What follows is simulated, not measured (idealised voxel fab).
Module name: voxel trench capacitor (process module)
Section cut is 300 nm wide and gridded with 5 nm square cells.
Format of a cross-section: grid, square cells. Given as bands. Order: top down. Band: one or more rows of cells. Top height, bottom height, nm. Materials left to right, width each, nm. Single material + "everywhere" = fills band edge to edge. "blank" = empty. Height datum 0, below which the as-received substrate wafer is one material. Lowest band open at the bottom, running downward: "0 and below". So if you see something like "30..40" for the width, read it as the top row of the band sitting at the first number and the bottom row at the second, with every row in between moving by the same amount as the last. "stayed the same" after a step means that no cell of the cross-section changed. Empty spaces without an open route to the top, at least 8 cells in extent, make up the entry "Fully enclosed voids"; each is given as width x height at distance, where the distance is measured from the left edge, and all are in nm. Formally, on a step line, whatever follows the settings is a remark that the simulator itself makes on the step. Among the settings permitted on a step's line is "overlay nm"; applied to a step with a mask, it specifies the extent to which the mask lay to the right of its planned position, whereas a negative figure signifies a position to the left.
## Here's what the planned process steps look like
1. RECEIVE (material Si)
2. CONFORMAL_DEP (material SiN; thk nm 5)
3. DIRECTIONAL_DEP (material aC; thk nm 10)
4. PATTERN (tone open; mask id TRENCH; material resist; width nm 15; pitch nm 35; thk nm 25; overlay nm 0)
5. DIRECTIONAL_ETCH (etch materials aC; depth nm 10)
6. STRIP (etch materials resist)
7. DIRECTIONAL_ETCH (etch materials SiN; depth nm 5)
8. DIRECTIONAL_ETCH (etch materials Si; depth nm 40)
9. STRIP (etch materials aC)
10. CONFORMAL_DEP (material SiO2; thk nm 5)
11. FILL_DEP (material polySi; thk nm 5)
12. CMP (height nm 5)
## As-received state of the wafer in cross-section, equivalent to post-step 1
> 0 and below = Si everywhere
> Fully enclosed voids: none
## Wafer cross-section at module end: first of two, run to plan
> 5 down to 0 = SiN=90  SiO2=5  polySi=5  SiO2=5  SiN=20  SiO2=5  polySi=5  SiO2=5  SiN=20  SiO2=5  polySi=5  SiO2=5  SiN=20  SiO2=5  polySi=5  SiO2=5  SiN=90
> 0 down to -35 = Si=90  SiO2=5  polySi=5  SiO2=5  Si=20  SiO2=5  polySi=5  SiO2=5  Si=20  SiO2=5  polySi=5  SiO2=5  Si=20  SiO2=5  polySi=5  SiO2=5  Si=90
> -35 down to -40 = Si=90  SiO2=15  Si=20  SiO2=15  Si=20  SiO2=15  Si=20  SiO2=15  Si=90
> -40 and below = Si everywhere
> Fully enclosed voids: none
## Second wafer through the module, sectioned at the end: same beginning and same plan as the first wafer, with one mistake in carrying it out
> 5 down to 0 = polySi=85  SiO2=5  SiN=15  SiO2=5  polySi=10  SiO2=5  SiN=15  SiO2=5  polySi=10  SiO2=5  SiN=15  SiO2=5  polySi=10  SiO2=5  SiN=15  SiO2=5  polySi=85
> 0 down to -35 = polySi=85  SiO2=5  Si=15  SiO2=5  polySi=10  SiO2=5  Si=15  SiO2=5  polySi=10  SiO2=5  Si=15  SiO2=5  polySi=10  SiO2=5  Si=15  SiO2=5  polySi=85
> -35 down to -40 = SiO2=90  Si=15  SiO2=20  Si=15  SiO2=20  Si=15  SiO2=20  Si=15  SiO2=90
> -40 and below = Si everywhere
> Fully enclosed voids: none
Against the plan, the run slipped here: contrary to plan, step 4 was performed as PATTERN (tone cover; mask id TRENCH; material resist; width nm 15; pitch nm 35; thk nm 25; overlay nm 0)
End of process, cell counts, second wafer against first, materials with more or fewer: -288 Si | -36 SiN | +36 SiO2 | +288 polySi
